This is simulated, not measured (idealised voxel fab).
A process module follows: voxel self aligned contacts.
Each square cell in cross-section cut measures 5 nm, and the section as a whole is 225 nm wide.
Notation: cross-section as square-cell grid; stated in bands, top first, going down; one or more cell rows per band. Band: top height; bottom height; in nm. Then, left to right: material with width in nm, for each material. "all across": a single material spanning edge to edge. "air": empty space. All heights in this document are referenced to 0, defined as the level beneath which the wafer, as received, consists entirely of one material. The lowest band is not bounded below; it extends indefinitely downward and is written in the form "from 0 down". The two numbers in a width such as "30->40" mark its ends across the band: the first belongs to the top row of cells, the second to the bottom row, and from each row to the next the width moves by the same amount. Step note "identical to before" = no cross-section cell changed. Basically, "Unvented voids" tells you about the enclosed voids: empty spaces with no open way to the top, 8 cells or bigger, each written width x height at distance, where distance is from the left edge, all in nm. Read whatever lies past the settings on a step's line as the simulator's own remark about the step. overlay nm: how far to the right of its planned place the mask lay on this masked step (negative: to the left).

THIS SECTION LISTS THE PROCESS STEPS THAT WERE PLANNED
1) RECEIVE: material Si
2) OXIDIZE: depth nm 5
3) DIRECTIONAL_DEP: material polySi, thk nm 30
4) DIRECTIONAL_DEP: material SiN, thk nm 20
5) PATTERN: tone cover, mask id GATE, material resist, width nm 35, pitch nm 65, thk nm 15, overlay nm -15
6) DIRECTIONAL_ETCH: etch materials SiN, depth nm 20
7) DIRECTIONAL_ETCH: etch materials polySi, depth nm 30
8) STRIP: etch materials resist
9) CONFORMAL_DEP: material SiN, thk nm 5
10) DIRECTIONAL_ETCH: etch materials SiN, depth nm 5
11) FILL_DEP: material SiO2, thk nm 15
12) CMP: height nm 60
13) DIRECTIONAL_DEP: material aC, thk nm 15
14) PATTERN: tone open, mask id CONTACT, material resist, width nm 50, pitch nm 65, thk nm 30, overlay nm 0
15) DIRECTIONAL_ETCH: etch materials aC, depth nm 15
16) STRIP: etch materials resist
17) DIRECTIONAL_ETCH: etch materials SiO2, depth nm 65
18) STRIP: etch materials aC
19) CONFORMAL_DEP: material TiN, thk nm 5
20) FILL_DEP: material W, thk nm 10
21) CMP: height nm 60
22) CONFORMAL_DEP: material SiN, thk nm 5
varied across the wafers: overlay nm of step 5. The plan shows the first wafer's value. All wafers start alike

RECEIVED WAFERS, FIRST OF SEVERAL: CROSS-SECTION AFTER STEP 1
	from 0 down: Si all across
	Unvented voids: none

MODULE END STATE AFTER FINAL STEP 22: CROSS-SECTION OF THE FIRST OF SEVERAL WAFERS
	from 65 to 60: SiN all across
	from 60 to 50: SiO2 55, TiN 5, W 40->10, TiN 5->35, SiO2 15, TiN 5, W 40->10, TiN 5->35, SiO2 55
	from 50 to 30: SiO2 10, SiN 45, TiN 5, W 10, TiN 5, SiN 45, TiN 5, W 10, TiN 5, SiN 45, SiO2 40
	from 30 to 0: SiO2 10, SiN 5, polySi 35, SiN 5, TiN 5, W 10, TiN 5, SiN 5, polySi 35, SiN 5, TiN 5, W 10, TiN 5, SiN 5, polySi 35, SiN 5, SiO2 40
	from 0 to -5: SiO2 55, TiN 20, SiO2 45, TiN 20, SiO2 85
	from -5 down: Si all across
	Unvented voids: none

CROSS-SECTION AT MODULE COMPLETION, LAST WAFER
	from 65 to 60: SiN all across
	from 60 to 50: SiO2 55, TiN 5->35, W 40->10, TiN 5, SiO2 15, TiN 5->35, W 40->10, TiN 5, SiO2 55
	from 50 to 30: SiO2 40, SiN 45, TiN 5, W 10, TiN 5, SiN 45, TiN 5, W 10, TiN 5, SiN 45, SiO2 10
	from 30 to 0: SiO2 40, SiN 5, polySi 35, SiN 5, TiN 5, W 10, TiN 5, SiN 5, polySi 35, SiN 5, TiN 5, W 10, TiN 5, SiN 5, polySi 35, SiN 5, SiO2 10
	from 0 to -5: SiO2 85, TiN 20, SiO2 45, TiN 20, SiO2 55
	from -5 down: Si all across
	Unvented voids: none

SO IN THIS TABLE EVERY WAFER GETS ITS OWN ROW, AND WHAT YOU SEE IS WHERE IT STANDS AT THE END OF THE MODULE: FOR EACH MATERIAL, HOW MANY CELLS IT PICKED UP (+) OR GAVE UP (-) SINCE WE RECEIVED IT, AND AFTER THAT ITS CLOSED VOIDS
overlay nm -15 | -45 Si | +189 SiN | +187 SiO2 | +68 TiN | +60 W | +126 polySi | Unvented voids: none
overlay nm -10 | -45 Si | +189 SiN | +187 SiO2 | +68 TiN | +60 W | +126 polySi | Unvented voids: none
overlay nm -5 | -45 Si | +189 SiN | +187 SiO2 | +68 TiN | +60 W | +126 polySi | Unvented voids: none
overlay nm 0 | -45 Si | +189 SiN | +187 SiO2 | +68 TiN | +60 W | +126 polySi | Unvented voids: none
overlay nm 5 | -45 Si | +189 SiN | +187 SiO2 | +68 TiN | +60 W | +126 polySi | Unvented voids: none
overlay nm 10 | -45 Si | +189 SiN | +187 SiO2 | +68 TiN | +60 W | +126 polySi | Unvented voids: none
overlay nm 15 | -45 Si | +189 SiN | +187 SiO2 | +68 TiN | +60 W | +126 polySi | Unvented voids: none
